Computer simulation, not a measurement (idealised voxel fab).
The process module that follows is named voxel self aligned vias.
It is cross-section cut that appears here, measuring 260 nm in width, its square cells being 5 nm in size.
Format of a cross-section: grid, square cells. Given as bands. Order: top down. Band: one or more rows of cells.
Band: top and bottom heights (nm) first, top before bottom; then materials from left to right, widths in nm. "everywhere" marks a sole material filling the band edge to edge. "blank" denotes empty space.
All heights in this document are referenced to 0, defined as the level beneath which the wafer, as received, consists entirely of one material. The lowest band is not bounded below; it extends indefinitely downward and is written in the form "z 0 and below".
You'd read "30 to 40" like this: the band's top row of cells is as wide as the first number, its bottom row is as wide as the second, and going down, every row changes width by the same amount as the row before did.
No cell of the cross-section changed in a step that is given as "no alterations made".
Enclosed voids (no open way to top), threshold 8 cells or more, entry "Closed cavities", notation width x height at distance, distance from left edge, nm.
Formally, on a step line, whatever follows the settings is a remark that the simulator itself makes on the step.
"overlay nm" answers the question of how far to the right of plan the mask lay on a step that has a mask, and when it is negative the answer is to the left.
plan:
1) RECEIVE, material Si
2) CONFORMAL_DEP, material SiO2, thk nm 15
3) CONFORMAL_DEP, material SiCN, thk nm 5
4) DIRECTIONAL_DEP, material lowk, thk nm 25
5) DIRECTIONAL_DEP, material aC, thk nm 10
6) PATTERN, tone open, mask id LINES, material resist, width nm 30, pitch nm 65, thk nm 25, overlay nm 0
7) DIRECTIONAL_ETCH, etch materials aC, depth nm 10
8) STRIP, etch materials resist
9) DIRECTIONAL_ETCH, etch materials lowk, depth nm 25
10) STRIP, etch materials aC
11) CONFORMAL_DEP, material TiN, thk nm 5
12) FILL_DEP, material W, thk nm 5
13) CMP, height nm 45
14) SELECTIVE_ETCH, etch materials W Ru TiN, depth nm 10
15) FILL_DEP, material SiN, thk nm 10
16) CMP, height nm 45
17) DIRECTIONAL_DEP, material lowk, thk nm 15
18) PATTERN, tone open, mask id VIAS, material resist, width nm 50, pitch nm 65, thk nm 15, overlay nm 0
19) DIRECTIONAL_ETCH, etch materials lowk, depth nm 15
20) DIRECTIONAL_ETCH, etch materials SiN, depth nm 10
21) STRIP, etch materials resist
22) CONFORMAL_DEP, material TiN, thk nm 5
23) FILL_DEP, material Ru, thk nm 10
24) CMP, height nm 60
25) CONFORMAL_DEP, material SiCN, thk nm 5
as received, after step 1:
  z 0 and below  Si everywhere
  Closed cavities: none
Cross-section: first of two wafers, module finished, run according to plan:
  z 65 to 60  SiCN everywhere
  z 60 to 50  lowk 70; TiN 5; Ru 40; TiN 5; lowk 15; TiN 5; Ru 40; TiN 5; lowk 75
  z 50 to 40  lowk 70 to 80; TiN 15 to 5; Ru 20; TiN 15 to 5; lowk 15 to 35; TiN 15 to 5; Ru 20; TiN 15 to 5; lowk 75 to 85
  z 40 to 35  lowk 80; TiN 30; lowk 35; TiN 30; lowk 85
  z 35 to 25  lowk 80; TiN 5; W 20; TiN 5; lowk 35; TiN 5; W 20; TiN 5; lowk 85
  z 25 to 20  lowk 80; TiN 30; lowk 35; TiN 30; lowk 85
  z 20 to 15  SiCN everywhere
  z 15 to 0  SiO2 everywhere
  z 0 and below  Si everywhere
  Closed cavities: none
The second wafer, shown in cross-section after the module: started the same way as the first and given the same plan, yet one mistake crept into how it was run:
  z 65 to 60  SiCN everywhere
  z 60 to 50  lowk 70; TiN 5; Ru 40; TiN 5; lowk 15; TiN 5; Ru 40; TiN 5; lowk 75
  z 50 to 45  lowk 70; TiN 50; lowk 15; TiN 50; lowk 75
  z 45 to 40  SiCN everywhere
  z 40 to 15  lowk everywhere
  z 15 to 0  SiO2 everywhere
  z 0 and below  Si everywhere
  Closed cavities: none
Error vs. plan: plan steps 3 and 4 run swapped
The second wafer ends with more or fewer cells of some materials than the first, per final count: 16 fewer of Ru | 28 fewer of TiN | 16 fewer of W | 60 more of lowk
